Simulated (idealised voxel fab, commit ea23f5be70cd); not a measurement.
Process module, titled voxel transistor to metal
For reference, the cross-section in this document is cut, with width 300 nm and square cells of 5 nm.
In this document a cross-section is written as a grid of square cells. It is given as a series of bands, listed from the top down, and a band is one or more rows of cells.
Per band: top height and bottom height in nm, followed by the left-to-right materials and their widths in nm; "full width" marks a single material spanning edge to edge, "empty" marks empty space.
The reference from which all heights are counted is 0, the level beneath which the as-received wafer is entirely one material; the lowest band, having no lower bound, proceeds downward and is written after the example "top 0, no bottom".
The notation "30 to 40" denotes a width that varies across the rows of cells in the band, beginning at the first number in the top row, finishing at the second number in the bottom row, and changing by an identical amount from each row to the next.
A step reported as "everything unchanged" is a step in which no cell of the cross-section changed.
Empty spaces counting at least 8 cells and having no open way to the top are listed in "Internal closed voids". The notation width x height at distance is used for each, the distance being from the left edge and all three values in nm.
Anything after a step's settings on that line? It's the simulator's own note about the step.
"overlay nm" on a masked step: distance the mask lay right of its planned place, negative for left.
-- Planned process steps
1) RECEIVE (material Si)
2) CONFORMAL_DEP (material SiO2; thk nm 5)
3) CONFORMAL_DEP (material SiN; thk nm 10)
4) DIRECTIONAL_DEP (material aC; thk nm 15)
5) PATTERN (tone cover; mask id ACTIVE; material resist; width nm 105; pitch nm 135; thk nm 30; overlay nm 0)
6) DIRECTIONAL_ETCH (etch materials aC; depth nm 15)
7) STRIP (etch materials resist)
8) DIRECTIONAL_ETCH (etch materials SiN; depth nm 10)
9) DIRECTIONAL_ETCH (etch materials SiO2; depth nm 5)
10) DIRECTIONAL_ETCH (etch materials Si; depth nm 35)
11) STRIP (etch materials aC)
12) FILL_DEP (material SiO2; thk nm 15)
13) CMP (height nm 15)
14) SELECTIVE_ETCH (etch materials SiO2; depth nm 5)
15) STRIP (etch materials SiN)
16) SELECTIVE_ETCH (etch materials SiO2; depth nm 5)
17) OXIDIZE (depth nm 5)
18) DIRECTIONAL_DEP (material polySi; thk nm 20)
19) DIRECTIONAL_DEP (material SiCN; thk nm 15)
20) DIRECTIONAL_DEP (material aC; thk nm 15)
21) PATTERN (tone cover; mask id GATE; material resist; width nm 25; pitch nm 135; thk nm 30; overlay nm 0)
22) DIRECTIONAL_ETCH (etch materials aC; depth nm 15)
23) STRIP (etch materials resist)
24) DIRECTIONAL_ETCH (etch materials SiCN; depth nm 25)
25) DIRECTIONAL_ETCH (etch materials polySi; depth nm 30)
26) STRIP (etch materials aC)
27) CONFORMAL_DEP (material SiO2; thk nm 5)
28) DIRECTIONAL_ETCH (etch materials SiO2; depth nm 5)
29) CONFORMAL_DEP (material SiN; thk nm 5)
30) DIRECTIONAL_ETCH (etch materials SiN; depth nm 5)
31) DIRECTIONAL_ETCH (etch materials SiO2; depth nm 5)
32) DIRECTIONAL_ETCH (etch materials Si; depth nm 15)
33) EPI (material nSi; thk nm 15)
34) FILL_DEP (material SiO2; thk nm 10)
35) CMP (height nm 35)
36) DIRECTIONAL_DEP (material SiO2; thk nm 15)
37) PATTERN (tone open; mask id CONTACT; material resist; width nm 20; thk nm 15; overlay nm 0)
38) DIRECTIONAL_ETCH (etch materials SiO2; depth nm 40)
39) STRIP (etch materials resist)
40) CONFORMAL_DEP (material TiN; thk nm 5)
41) FILL_DEP (material W; thk nm 5)
42) CMP (height nm 50)
43) CONFORMAL_DEP (material SiCN; thk nm 5)
44) DIRECTIONAL_DEP (material SiO2; thk nm 25)
45) PATTERN (tone open; mask id METAL_1; material resist; width nm 20; thk nm 15; overlay nm 0)
46) DIRECTIONAL_ETCH (etch materials SiO2; depth nm 25)
47) DIRECTIONAL_ETCH (etch materials SiCN; depth nm 5)
48) STRIP (etch materials resist)
49) CONFORMAL_DEP (material TiN; thk nm 5)
50) FILL_DEP (material W; thk nm 10)
51) CMP (height nm 80)
52) CONFORMAL_DEP (material SiCN; thk nm 5)
-- Cross-section of the wafer at receipt, which is the condition after step 1
- top 0, no bottom: Si full width
- Internal closed voids: none
-- The first of the two wafers as seen in cross-section once the module was finished; processing followed the plan
- top 85, bottom 80: SiCN full width
- top 80, bottom 55: SiO2 35 nm / TiN 5 nm / W 10 nm / TiN 5 nm / SiO2 55 nm / TiN 5 nm / W 10 nm / TiN 5 nm / SiO2 40 nm / TiN 5 nm / W 10 nm / TiN 5 nm / SiO2 55 nm / TiN 5 nm / W 10 nm / TiN 5 nm / SiO2 35 nm
- top 55, bottom 50: SiCN 35 nm / TiN 20 nm / SiCN 55 nm / TiN 20 nm / SiCN 40 nm / TiN 20 nm / SiCN 55 nm / TiN 20 nm / SiCN 35 nm
- top 50, bottom 35: SiO2 35 nm / TiN 5 nm / W 10 nm / TiN 5 nm / SiO2 55 nm / TiN 5 nm / W 10 nm / TiN 5 nm / SiO2 40 nm / TiN 5 nm / W 10 nm / TiN 5 nm / SiO2 55 nm / TiN 5 nm / W 10 nm / TiN 5 nm / SiO2 35 nm
- top 35, bottom 20: SiO2 35 nm / TiN 5 nm / W 10 nm / TiN 5 nm / SiO2 5 nm / SiN 5 nm / SiO2 5 nm / SiCN 25 nm / SiO2 5 nm / SiN 5 nm / SiO2 5 nm / TiN 5 nm / W 10 nm / TiN 5 nm / SiO2 40 nm / TiN 5 nm / W 10 nm / TiN 5 nm / SiO2 5 nm / SiN 5 nm / SiO2 5 nm / SiCN 25 nm / SiO2 5 nm / SiN 5 nm / SiO2 5 nm / TiN 5 nm / W 10 nm / TiN 5 nm / SiO2 35 nm
- top 20, bottom 15: SiO2 35 nm / TiN 5 nm / W 10 nm / TiN 5 nm / SiO2 5 nm / SiN 5 nm / SiO2 5 nm / polySi 25 nm / SiO2 5 nm / SiN 5 nm / SiO2 5 nm / TiN 5 nm / W 10 nm / TiN 5 nm / SiO2 40 nm / TiN 5 nm / W 10 nm / TiN 5 nm / SiO2 5 nm / SiN 5 nm / SiO2 5 nm / polySi 25 nm / SiO2 5 nm / SiN 5 nm / SiO2 5 nm / TiN 5 nm / W 10 nm / TiN 5 nm / SiO2 35 nm
- top 15, bottom 10: SiO2 35 nm / TiN 20 nm / SiO2 5 nm / SiN 5 nm / SiO2 5 nm / polySi 25 nm / SiO2 5 nm / SiN 5 nm / SiO2 5 nm / TiN 20 nm / SiO2 40 nm / TiN 20 nm / SiO2 5 nm / SiN 5 nm / SiO2 5 nm / polySi 25 nm / SiO2 5 nm / SiN 5 nm / SiO2 5 nm / TiN 20 nm / SiO2 35 nm
- top 10, bottom 5: SiO2 30 nm / nSi 30 nm / SiN 5 nm / SiO2 5 nm / polySi 25 nm / SiO2 5 nm / SiN 5 nm / nSi 30 nm / SiO2 30 nm / nSi 30 nm / SiN 5 nm / SiO2 5 nm / polySi 25 nm / SiO2 5 nm / SiN 5 nm / nSi 30 nm / SiO2 30 nm
- top 5, bottom 0: SiO2 30 nm / SiN 5 nm / nSi 25 nm / SiN 5 nm / SiO2 5 nm / polySi 25 nm / SiO2 5 nm / SiN 5 nm / nSi 25 nm / SiN 5 nm / SiO2 30 nm / SiN 5 nm / nSi 25 nm / SiN 5 nm / SiO2 5 nm / polySi 25 nm / SiO2 5 nm / SiN 5 nm / nSi 25 nm / SiN 5 nm / SiO2 30 nm
- top 0, bottom -5: SiO2 35 nm / nSi 25 nm / SiO2 45 nm / nSi 25 nm / SiO2 40 nm / nSi 25 nm / SiO2 45 nm / nSi 25 nm / SiO2 35 nm
- top -5, bottom -20: SiO2 30 nm / Si 5 nm / nSi 25 nm / Si 45 nm / nSi 25 nm / Si 5 nm / SiO2 30 nm / Si 5 nm / nSi 25 nm / Si 45 nm / nSi 25 nm / Si 5 nm / SiO2 30 nm
- top -20, bottom -35: SiO2 30 nm / Si 105 nm / SiO2 30 nm / Si 105 nm / SiO2 30 nm
- top -35, no bottom: Si full width
- Internal closed voids: none
-- Module end: cross-section of wafer two of two. Same start and process plan as the first wafer. One mistake during execution
- top 85, bottom 80: SiCN full width
- top 80, bottom 55: SiO2 35 nm / TiN 5 nm / W 10 nm / TiN 5 nm / SiO2 55 nm / TiN 5 nm / W 10 nm / TiN 5 nm / SiO2 40 nm / TiN 5 nm / W 10 nm / TiN 5 nm / SiO2 55 nm / TiN 5 nm / W 10 nm / TiN 5 nm / SiO2 35 nm
- top 55, bottom 50: SiCN 35 nm / TiN 20 nm / SiCN 55 nm / TiN 20 nm / SiCN 40 nm / TiN 20 nm / SiCN 55 nm / TiN 20 nm / SiCN 35 nm
- top 50, bottom 40: W 30 nm / TiN 5 nm / SiO2 20 nm / TiN 5 nm / W 45 nm / TiN 5 nm / SiO2 20 nm / TiN 5 nm / W 30 nm / TiN 5 nm / SiO2 20 nm / TiN 5 nm / W 45 nm / TiN 5 nm / SiO2 20 nm / TiN 5 nm / W 30 nm
- top 40, bottom 35: W 30 nm / TiN 5 nm / SiO2 20 nm / TiN 55 nm / SiO2 20 nm / TiN 5 nm / W 30 nm / TiN 5 nm / SiO2 20 nm / TiN 55 nm / SiO2 20 nm / TiN 5 nm / W 30 nm
- top 35, bottom 20: W 30 nm / TiN 5 nm / SiO2 20 nm / TiN 5 nm / SiN 5 nm / TiN 5 nm / SiCN 25 nm / TiN 5 nm / SiN 5 nm / TiN 5 nm / SiO2 20 nm / TiN 5 nm / W 30 nm / TiN 5 nm / SiO2 20 nm / TiN 5 nm / SiN 5 nm / TiN 5 nm / SiCN 25 nm / TiN 5 nm / SiN 5 nm / TiN 5 nm / SiO2 20 nm / TiN 5 nm / W 30 nm
- top 20, bottom 15: W 30 nm / TiN 5 nm / SiO2 20 nm / TiN 5 nm / SiN 5 nm / TiN 5 nm / polySi 25 nm / TiN 5 nm / SiN 5 nm / TiN 5 nm / SiO2 20 nm / TiN 5 nm / W 30 nm / TiN 5 nm / SiO2 20 nm / TiN 5 nm / SiN 5 nm / TiN 5 nm / polySi 25 nm / TiN 5 nm / SiN 5 nm / TiN 5 nm / SiO2 20 nm / TiN 5 nm / W 30 nm
- top 15, bottom 10: TiN 35 nm / SiO2 20 nm / TiN 5 nm / SiN 5 nm / TiN 5 nm / polySi 25 nm / TiN 5 nm / SiN 5 nm / TiN 5 nm / SiO2 20 nm / TiN 40 nm / SiO2 20 nm / TiN 5 nm / SiN 5 nm / TiN 5 nm / polySi 25 nm / TiN 5 nm / SiN 5 nm / TiN 5 nm / SiO2 20 nm / TiN 35 nm
- top 10, bottom 5: SiO2 30 nm / nSi 30 nm / SiN 5 nm / SiO2 5 nm / polySi 25 nm / SiO2 5 nm / SiN 5 nm / nSi 30 nm / SiO2 30 nm / nSi 30 nm / SiN 5 nm / SiO2 5 nm / polySi 25 nm / SiO2 5 nm / SiN 5 nm / nSi 30 nm / SiO2 30 nm
- top 5, bottom 0: SiO2 30 nm / SiN 5 nm / nSi 25 nm / SiN 5 nm / SiO2 5 nm / polySi 25 nm / SiO2 5 nm / SiN 5 nm / nSi 25 nm / SiN 5 nm / SiO2 30 nm / SiN 5 nm / nSi 25 nm / SiN 5 nm / SiO2 5 nm / polySi 25 nm / SiO2 5 nm / SiN 5 nm / nSi 25 nm / SiN 5 nm / SiO2 30 nm
- top 0, bottom -5: SiO2 35 nm / nSi 25 nm / SiO2 45 nm / nSi 25 nm / SiO2 40 nm / nSi 25 nm / SiO2 45 nm / nSi 25 nm / SiO2 35 nm
- top -5, bottom -20: SiO2 30 nm / Si 5 nm / nSi 25 nm / Si 45 nm / nSi 25 nm / Si 5 nm / SiO2 30 nm / Si 5 nm / nSi 25 nm / Si 45 nm / nSi 25 nm / Si 5 nm / SiO2 30 nm
- top -20, bottom -35: SiO2 30 nm / Si 105 nm / SiO2 30 nm / Si 105 nm / SiO2 30 nm
- top -35, no bottom: Si full width
- Internal closed voids: none
Want to know what went wrong? not per plan at step 37, really ran PATTERN (tone cover; mask id CONTACT; material resist; width nm 20; thk nm 15; overlay nm 0)
Final tally in cells, some materials are higher or lower on the second wafer than on the first: 154 fewer of SiO2, 48 more of TiN, 106 more of W
